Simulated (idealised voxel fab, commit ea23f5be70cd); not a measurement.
Process module heading - voxel released beams
Displayed cross-section: cut, width of 195 nm, square cells sized 5 nm.
How to read a cross-section here: the picture is a grid of square cells, written as bands going from the top down, and any band can span one or more rows of cells.
Look at the band entry: it leads with the top's height and the bottom's height in nm. Then it lists the materials left to right, with a width in nm for each. The word "everywhere" on a single material says that material fills the band edge to edge. The word "blank" is empty space.
Heights are expressed relative to 0, this being the level below which the as-received wafer comprises one material exclusively. The lowest band is unbounded in the downward direction and is denoted as in "0 -> down".
You'd read "30..40" like this: the band's top row of cells is as wide as the first number, its bottom row is as wide as the second, and going down, every row changes width by the same amount as the row before did.
The designation "all unchanged", where it is given for a processing step, indicates that no cell of the cross-section was altered in the course of that step.
"Sealed internal cavities" - sealed voids, min. 8 cells, no opening to top; format: width x height at distance (distance from left edge; nm throughout).
Anything after a step's settings on that line? It's the simulator's own note about the step.
"overlay nm" denotes, for a step that has a mask, the displacement of the mask to the right of its planned place, with negative values corresponding to the left.
-- Here's what the planned process steps look like
1. RECEIVE with material Si
2. CONFORMAL_DEP with material SiN, thk nm 5
3. DIRECTIONAL_DEP with material SiO2, thk nm 10
4. DIRECTIONAL_DEP with material aC, thk nm 10
5. PATTERN with tone open, mask id ANCHOR, material resist, width nm 40, thk nm 30, overlay nm 0
6. DIRECTIONAL_ETCH with etch materials aC, depth nm 10
7. STRIP with etch materials resist
8. DIRECTIONAL_ETCH with etch materials SiO2, depth nm 10
9. STRIP with etch materials aC
10. CONFORMAL_DEP with material W, thk nm 15
11. MASKED_ETCH with tone cover, mask id BEAM, width nm 110, etch materials W, depth nm 15, overlay nm 0
12. STRIP with etch materials SiO2
-- Shown in cross-section is the wafer as received, that is, as it stands after step 1
    0 -> down | Si everywhere
    Sealed internal cavities: none
-- Here's the cross-section of the first of our two wafers at the end of the module - it ran as planned
    30 -> 20 | blank=40, then W=20, then blank=10, then W=80, then blank=45
    20 -> 15 | blank=40, then W=110, then blank=45
    15 -> 5 | blank=45, then W=40, then blank=110
    5 -> 0 | SiN everywhere
    0 -> down | Si everywhere
    Sealed internal cavities: none
-- Cross-section, second wafer: same start as the first, same plan as the first, one mistake in running it; taken at the end of the module
    30 -> 15 | blank=40, then W=110, then blank=45
    15 -> 5 | blank=50, then W=30, then blank=115
    5 -> 0 | SiN everywhere
    0 -> down | Si everywhere
    Sealed internal cavities: none
Nonconformance to the process plan: step 5, actual vs plan mismatch, actual run PATTERN with tone open, mask id ANCHOR, material resist, width nm 30, thk nm 30, overlay nm 0
In the final comparison it is observed that the number of cells assigned to each material is identical for the two wafers, whereas their placement is not.
